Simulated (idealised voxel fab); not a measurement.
Process module, titled voxel self aligned vias
Square cells of 5 nm make up the cross-section cut, whose width is 275 nm.
This document writes a cross-section as a grid whose cells are square, and gives it as bands, listed from the top down; one or more rows of cells form a band. Look at the band entry: it leads with the top's height and the bottom's height in nm. Then it lists the materials left to right, with a width in nm for each. The word "edge to edge" on a single material says that material fills the band edge to edge. The word "air" is empty space. Heights are reckoned from 0. Under this level, the received wafer is all of one material. The bottommost band is open-ended downward, for example "0 down". It should be noted that a width expressed as "30 to 40" varies in equal increments from row to row of cells within the band, taking the value of the first number at the top row and that of the second number at the bottom row. "no change occurred" -> step changed no cross-section cell. Listed in "Enclosed internal voids": every empty space of 8 or more cells without an open way to the top. Form: width x height at distance, the distance being from the left edge, all in nm. Note: text after step settings on the step line = simulator remark on that step. The optional step-line setting "overlay nm" applies to steps with a mask and quantifies how far to the right of its planned location the mask lay, a negative value indicating leftward placement.
So here's the lineup of process steps we planned:
| 1 | RECEIVE [material Si] |
| 2 | CONFORMAL_DEP [material SiO2] [thk nm 10] |
| 3 | CONFORMAL_DEP [material SiCN] [thk nm 5] |
| 4 | DIRECTIONAL_DEP [material SiO2] [thk nm 20] |
| 5 | PATTERN [tone open] [mask id LINES] [material resist] [width nm 20] [pitch nm 65] [thk nm 15] [overlay nm 0] |
| 6 | DIRECTIONAL_ETCH [etch materials SiO2] [depth nm 20] |
| 7 | STRIP [etch materials resist] |
| 8 | CONFORMAL_DEP [material TiN] [thk nm 5] |
| 9 | FILL_DEP [material W] [thk nm 5] |
| 10 | CMP [height nm 35] |
| 11 | SELECTIVE_ETCH [etch materials W Ru TiN] [depth nm 10] |
| 12 | FILL_DEP [material SiN] [thk nm 5] |
| 13 | CMP [height nm 35] |
| 14 | DIRECTIONAL_DEP [material SiO2] [thk nm 15] |
| 15 | MASKED_ETCH [tone open] [mask id VIAS] [width nm 40] [pitch nm 65] [etch materials SiO2] [depth nm 15] [overlay nm 0] |
| 16 | MASKED_ETCH [tone open] [mask id VIAS] [width nm 40] [pitch nm 65] [etch materials SiN] [depth nm 10] [overlay nm 0] |
| 17 | CONFORMAL_DEP [material TiN] [thk nm 5] |
| 18 | FILL_DEP [material Ru] [thk nm 10] |
| 19 | CMP [height nm 50] |
| 20 | CONFORMAL_DEP [material SiN] [thk nm 5] |
First out of two wafers; run went to plan:
As received (post step 1): cross-section:
- 0 down | Si edge to edge
- Enclosed internal voids: none
Presented here is a cross-section of the wafer after step 2 has been performed:
- 10 to 0 | SiO2 edge to edge
- For the remainder of the cross-section, below 0, there is no change.
Presented here is a cross-section of the wafer after step 3 has been performed:
- 15 to 10 | SiCN edge to edge
- For the remainder of the cross-section, below 10, there is no change.
Presented here is a cross-section of the wafer after step 4 has been performed:
- 35 to 15 | SiO2 edge to edge
- For the remainder of the cross-section, below 15, there is no change.
Presented here is a cross-section of the wafer after step 5 has been performed:
- 50 to 35 | 60 nm resist / 20 nm air / 45 nm resist / 20 nm air / 45 nm resist / 20 nm air / 65 nm resist
- For the remainder of the cross-section, below 35, there is no change.
Presented here is a cross-section of the wafer after step 6 has been performed:
- 50 to 35 | 60 nm resist / 20 nm air / 45 nm resist / 20 nm air / 45 nm resist / 20 nm air / 65 nm resist
- 35 to 15 | 60 nm SiO2 / 20 nm air / 45 nm SiO2 / 20 nm air / 45 nm SiO2 / 20 nm air / 65 nm SiO2
- For the remainder of the cross-section, below 15, there is no change.
Presented here is a cross-section of the wafer after step 7 has been performed:
- 35 to 15 | 60 nm SiO2 / 20 nm air / 45 nm SiO2 / 20 nm air / 45 nm SiO2 / 20 nm air / 65 nm SiO2
- For the remainder of the cross-section, below 15, there is no change.
Presented here is a cross-section of the wafer after step 8 has been performed:
- 40 to 35 | 65 nm TiN / 10 nm air / 55 nm TiN / 10 nm air / 55 nm TiN / 10 nm air / 70 nm TiN
- 35 to 20 | 60 nm SiO2 / 5 nm TiN / 10 nm air / 5 nm TiN / 45 nm SiO2 / 5 nm TiN / 10 nm air / 5 nm TiN / 45 nm SiO2 / 5 nm TiN / 10 nm air / 5 nm TiN / 65 nm SiO2
- 20 to 15 | 60 nm SiO2 / 20 nm TiN / 45 nm SiO2 / 20 nm TiN / 45 nm SiO2 / 20 nm TiN / 65 nm SiO2
- For the remainder of the cross-section, below 15, there is no change.
Presented here is a cross-section of the wafer after step 9 has been performed:
- 45 to 40 | W edge to edge
- 40 to 35 | 65 nm TiN / 10 nm W / 55 nm TiN / 10 nm W / 55 nm TiN / 10 nm W / 70 nm TiN
- 35 to 20 | 60 nm SiO2 / 5 nm TiN / 10 nm W / 5 nm TiN / 45 nm SiO2 / 5 nm TiN / 10 nm W / 5 nm TiN / 45 nm SiO2 / 5 nm TiN / 10 nm W / 5 nm TiN / 65 nm SiO2
- For the remainder of the cross-section, below 20, there is no change.
Presented here is a cross-section of the wafer after step 10 has been performed:
- 35 to 20 | 60 nm SiO2 / 5 nm TiN / 10 nm W / 5 nm TiN / 45 nm SiO2 / 5 nm TiN / 10 nm W / 5 nm TiN / 45 nm SiO2 / 5 nm TiN / 10 nm W / 5 nm TiN / 65 nm SiO2
- For the remainder of the cross-section, below 20, there is no change.
Presented here is a cross-section of the wafer after step 11 has been performed:
- 35 to 25 | 60 nm SiO2 / 20 nm air / 45 nm SiO2 / 20 nm air / 45 nm SiO2 / 20 nm air / 65 nm SiO2
- For the remainder of the cross-section, below 25, there is no change.
Presented here is a cross-section of the wafer after step 12 has been performed:
- 40 to 35 | SiN edge to edge
- 35 to 25 | 60 nm SiO2 / 20 nm SiN / 45 nm SiO2 / 20 nm SiN / 45 nm SiO2 / 20 nm SiN / 65 nm SiO2
- For the remainder of the cross-section, below 25, there is no change.
Presented here is a cross-section of the wafer after step 13 has been performed:
- 35 to 25 | 60 nm SiO2 / 20 nm SiN / 45 nm SiO2 / 20 nm SiN / 45 nm SiO2 / 20 nm SiN / 65 nm SiO2
- For the remainder of the cross-section, below 25, there is no change.
Presented here is a cross-section of the wafer after step 14 has been performed:
- 50 to 35 | SiO2 edge to edge
- For the remainder of the cross-section, below 35, there is no change.
Presented here is a cross-section of the wafer after step 15 has been performed:
- 50 to 35 | 50 nm SiO2 / 40 nm air / 25 nm SiO2 / 40 nm air / 25 nm SiO2 / 40 nm air / 55 nm SiO2
- For the remainder of the cross-section, below 35, there is no change.
Presented here is a cross-section of the wafer after step 16 has been performed:
- 50 to 35 | 50 nm SiO2 / 40 nm air / 25 nm SiO2 / 40 nm air / 25 nm SiO2 / 40 nm air / 55 nm SiO2
- 35 to 25 | 60 nm SiO2 / 20 nm air / 45 nm SiO2 / 20 nm air / 45 nm SiO2 / 20 nm air / 65 nm SiO2
- For the remainder of the cross-section, below 25, there is no change.
Presented here is a cross-section of the wafer after step 17 has been performed:
- 55 to 50 | 55 nm TiN / 30 nm air / 35 nm TiN / 30 nm air / 35 nm TiN / 30 nm air / 60 nm TiN
- 50 to 40 | 50 nm SiO2 / 5 nm TiN / 30 nm air / 5 nm TiN / 25 nm SiO2 / 5 nm TiN / 30 nm air / 5 nm TiN / 25 nm SiO2 / 5 nm TiN / 30 nm air / 5 nm TiN / 55 nm SiO2
- 40 to 30 | 50 to 60 nm SiO2 / 15 to 5 nm TiN / 10 nm air / 15 to 5 nm TiN / 25 to 45 nm SiO2 / 15 to 5 nm TiN / 10 nm air / 15 to 5 nm TiN / 25 to 45 nm SiO2 / 15 to 5 nm TiN / 10 nm air / 15 to 5 nm TiN / 55 to 65 nm SiO2
- 30 to 25 | 60 nm SiO2 / 20 nm TiN / 45 nm SiO2 / 20 nm TiN / 45 nm SiO2 / 20 nm TiN / 65 nm SiO2
- For the remainder of the cross-section, below 25, there is no change.
Presented here is a cross-section of the wafer after step 18 has been performed:
- 65 to 55 | Ru edge to edge
- 55 to 50 | 55 nm TiN / 30 nm Ru / 35 nm TiN / 30 nm Ru / 35 nm TiN / 30 nm Ru / 60 nm TiN
- 50 to 40 | 50 nm SiO2 / 5 nm TiN / 30 nm Ru / 5 nm TiN / 25 nm SiO2 / 5 nm TiN / 30 nm Ru / 5 nm TiN / 25 nm SiO2 / 5 nm TiN / 30 nm Ru / 5 nm TiN / 55 nm SiO2
- 40 to 30 | 50 to 60 nm SiO2 / 15 to 5 nm TiN / 10 nm Ru / 15 to 5 nm TiN / 25 to 45 nm SiO2 / 15 to 5 nm TiN / 10 nm Ru / 15 to 5 nm TiN / 25 to 45 nm SiO2 / 15 to 5 nm TiN / 10 nm Ru / 15 to 5 nm TiN / 55 to 65 nm SiO2
- For the remainder of the cross-section, below 30, there is no change.
Presented here is a cross-section of the wafer after step 19 has been performed:
- 50 to 40 | 50 nm SiO2 / 5 nm TiN / 30 nm Ru / 5 nm TiN / 25 nm SiO2 / 5 nm TiN / 30 nm Ru / 5 nm TiN / 25 nm SiO2 / 5 nm TiN / 30 nm Ru / 5 nm TiN / 55 nm SiO2
- For the remainder of the cross-section, below 40, there is no change.
Presented here is a cross-section of the wafer after step 20 has been performed:
- 55 to 50 | SiN edge to edge
- For the remainder of the cross-section, below 50, there is no change.
Wafer two of the pair: same origin, same plan, one error during the run; identical to wafer one up to and including step 4:
Cross-section of the second wafer at the time by which step 5 should have been completed according to the plan:
- 50 to 35 | 55 nm resist / 20 nm air / 45 nm resist / 20 nm air / 45 nm resist / 20 nm air / 70 nm resist
- For the remainder of the cross-section, below 35, there is no change.
Cross-section of the second wafer at the time by which step 6 should have been completed according to the plan:
- 50 to 35 | 55 nm resist / 20 nm air / 45 nm resist / 20 nm air / 45 nm resist / 20 nm air / 70 nm resist
- 35 to 15 | 55 nm SiO2 / 20 nm air / 45 nm SiO2 / 20 nm air / 45 nm SiO2 / 20 nm air / 70 nm SiO2
- For the remainder of the cross-section, below 15, there is no change.
Cross-section of the second wafer at the time by which step 7 should have been completed according to the plan:
- 35 to 15 | 55 nm SiO2 / 20 nm air / 45 nm SiO2 / 20 nm air / 45 nm SiO2 / 20 nm air / 70 nm SiO2
- For the remainder of the cross-section, below 15, there is no change.
Cross-section of the second wafer at the time by which step 8 should have been completed according to the plan:
- 40 to 35 | 60 nm TiN / 10 nm air / 55 nm TiN / 10 nm air / 55 nm TiN / 10 nm air / 75 nm TiN
- 35 to 20 | 55 nm SiO2 / 5 nm TiN / 10 nm air / 5 nm TiN / 45 nm SiO2 / 5 nm TiN / 10 nm air / 5 nm TiN / 45 nm SiO2 / 5 nm TiN / 10 nm air / 5 nm TiN / 70 nm SiO2
- 20 to 15 | 55 nm SiO2 / 20 nm TiN / 45 nm SiO2 / 20 nm TiN / 45 nm SiO2 / 20 nm TiN / 70 nm SiO2
- For the remainder of the cross-section, below 15, there is no change.
Cross-section of the second wafer at the time by which step 9 should have been completed according to the plan:
- 45 to 40 | W edge to edge
- 40 to 35 | 60 nm TiN / 10 nm W / 55 nm TiN / 10 nm W / 55 nm TiN / 10 nm W / 75 nm TiN
- 35 to 20 | 55 nm SiO2 / 5 nm TiN / 10 nm W / 5 nm TiN / 45 nm SiO2 / 5 nm TiN / 10 nm W / 5 nm TiN / 45 nm SiO2 / 5 nm TiN / 10 nm W / 5 nm TiN / 70 nm SiO2
- For the remainder of the cross-section, below 20, there is no change.
Cross-section of the second wafer at the time by which step 10 should have been completed according to the plan:
- 35 to 20 | 55 nm SiO2 / 5 nm TiN / 10 nm W / 5 nm TiN / 45 nm SiO2 / 5 nm TiN / 10 nm W / 5 nm TiN / 45 nm SiO2 / 5 nm TiN / 10 nm W / 5 nm TiN / 70 nm SiO2
- For the remainder of the cross-section, below 20, there is no change.
Cross-section of the second wafer at the time by which step 11 should have been completed according to the plan:
- 35 to 25 | 55 nm SiO2 / 20 nm air / 45 nm SiO2 / 20 nm air / 45 nm SiO2 / 20 nm air / 70 nm SiO2
- For the remainder of the cross-section, below 25, there is no change.
Cross-section of the second wafer at the time by which step 12 should have been completed according to the plan:
- 40 to 35 | SiN edge to edge
- 35 to 25 | 55 nm SiO2 / 20 nm SiN / 45 nm SiO2 / 20 nm SiN / 45 nm SiO2 / 20 nm SiN / 70 nm SiO2
- For the remainder of the cross-section, below 25, there is no change.
Cross-section of the second wafer at the time by which step 13 should have been completed according to the plan:
- 35 to 25 | 55 nm SiO2 / 20 nm SiN / 45 nm SiO2 / 20 nm SiN / 45 nm SiO2 / 20 nm SiN / 70 nm SiO2
- For the remainder of the cross-section, below 25, there is no change.
Cross-section of the second wafer at the time by which step 14 should have been completed according to the plan:
- 50 to 35 | SiO2 edge to edge
- For the remainder of the cross-section, below 35, there is no change.
Cross-section of the second wafer at the time by which step 15 should have been completed according to the plan:
- 50 to 35 | 50 nm SiO2 / 40 nm air / 25 nm SiO2 / 40 nm air / 25 nm SiO2 / 40 nm air / 55 nm SiO2
- For the remainder of the cross-section, below 35, there is no change.
Cross-section of the second wafer at the time by which step 16 should have been completed according to the plan:
- 50 to 35 | 50 nm SiO2 / 40 nm air / 25 nm SiO2 / 40 nm air / 25 nm SiO2 / 40 nm air / 55 nm SiO2
- 35 to 25 | 55 nm SiO2 / 20 nm air / 45 nm SiO2 / 20 nm air / 45 nm SiO2 / 20 nm air / 70 nm SiO2
- For the remainder of the cross-section, below 25, there is no change.
Cross-section of the second wafer at the time by which step 17 should have been completed according to the plan:
- 55 to 50 | 55 nm TiN / 30 nm air / 35 nm TiN / 30 nm air / 35 nm TiN / 30 nm air / 60 nm TiN
- 50 to 40 | 50 nm SiO2 / 5 nm TiN / 30 nm air / 5 nm TiN / 25 nm SiO2 / 5 nm TiN / 30 nm air / 5 nm TiN / 25 nm SiO2 / 5 nm TiN / 30 nm air / 5 nm TiN / 55 nm SiO2
- 40 to 30 | 50 to 55 nm SiO2 / 10 to 5 nm TiN / 10 nm air / 20 to 5 nm TiN / 25 to 45 nm SiO2 / 10 to 5 nm TiN / 10 nm air / 20 to 5 nm TiN / 25 to 45 nm SiO2 / 10 to 5 nm TiN / 10 nm air / 20 to 5 nm TiN / 55 to 70 nm SiO2
- 30 to 25 | 55 nm SiO2 / 20 nm TiN / 45 nm SiO2 / 20 nm TiN / 45 nm SiO2 / 20 nm TiN / 70 nm SiO2
- For the remainder of the cross-section, below 25, there is no change.
Cross-section of the second wafer at the time by which step 18 should have been completed according to the plan:
- 65 to 55 | Ru edge to edge
- 55 to 50 | 55 nm TiN / 30 nm Ru / 35 nm TiN / 30 nm Ru / 35 nm TiN / 30 nm Ru / 60 nm TiN
- 50 to 40 | 50 nm SiO2 / 5 nm TiN / 30 nm Ru / 5 nm TiN / 25 nm SiO2 / 5 nm TiN / 30 nm Ru / 5 nm TiN / 25 nm SiO2 / 5 nm TiN / 30 nm Ru / 5 nm TiN / 55 nm SiO2
- 40 to 30 | 50 to 55 nm SiO2 / 10 to 5 nm TiN / 10 nm Ru / 20 to 5 nm TiN / 25 to 45 nm SiO2 / 10 to 5 nm TiN / 10 nm Ru / 20 to 5 nm TiN / 25 to 45 nm SiO2 / 10 to 5 nm TiN / 10 nm Ru / 20 to 5 nm TiN / 55 to 70 nm SiO2
- For the remainder of the cross-section, below 30, there is no change.
Cross-section of the second wafer at the time by which step 19 should have been completed according to the plan:
- 50 to 40 | 50 nm SiO2 / 5 nm TiN / 30 nm Ru / 5 nm TiN / 25 nm SiO2 / 5 nm TiN / 30 nm Ru / 5 nm TiN / 25 nm SiO2 / 5 nm TiN / 30 nm Ru / 5 nm TiN / 55 nm SiO2
- For the remainder of the cross-section, below 40, there is no change.
Cross-section of the second wafer at the time by which step 20 should have been completed according to the plan:
- 55 to 50 | SiN edge to edge
- For the remainder of the cross-section, below 50, there is no change.
In executing the process, a mistake was made relative to the plan: note that step 5 departed from the planned setting and was carried out as PATTERN [tone open] [mask id LINES] [material resist] [width nm 20] [pitch nm 65] [thk nm 15] [overlay nm -5]
The two final wafers agree on how many cells each material fills and disagree on which cells those are.
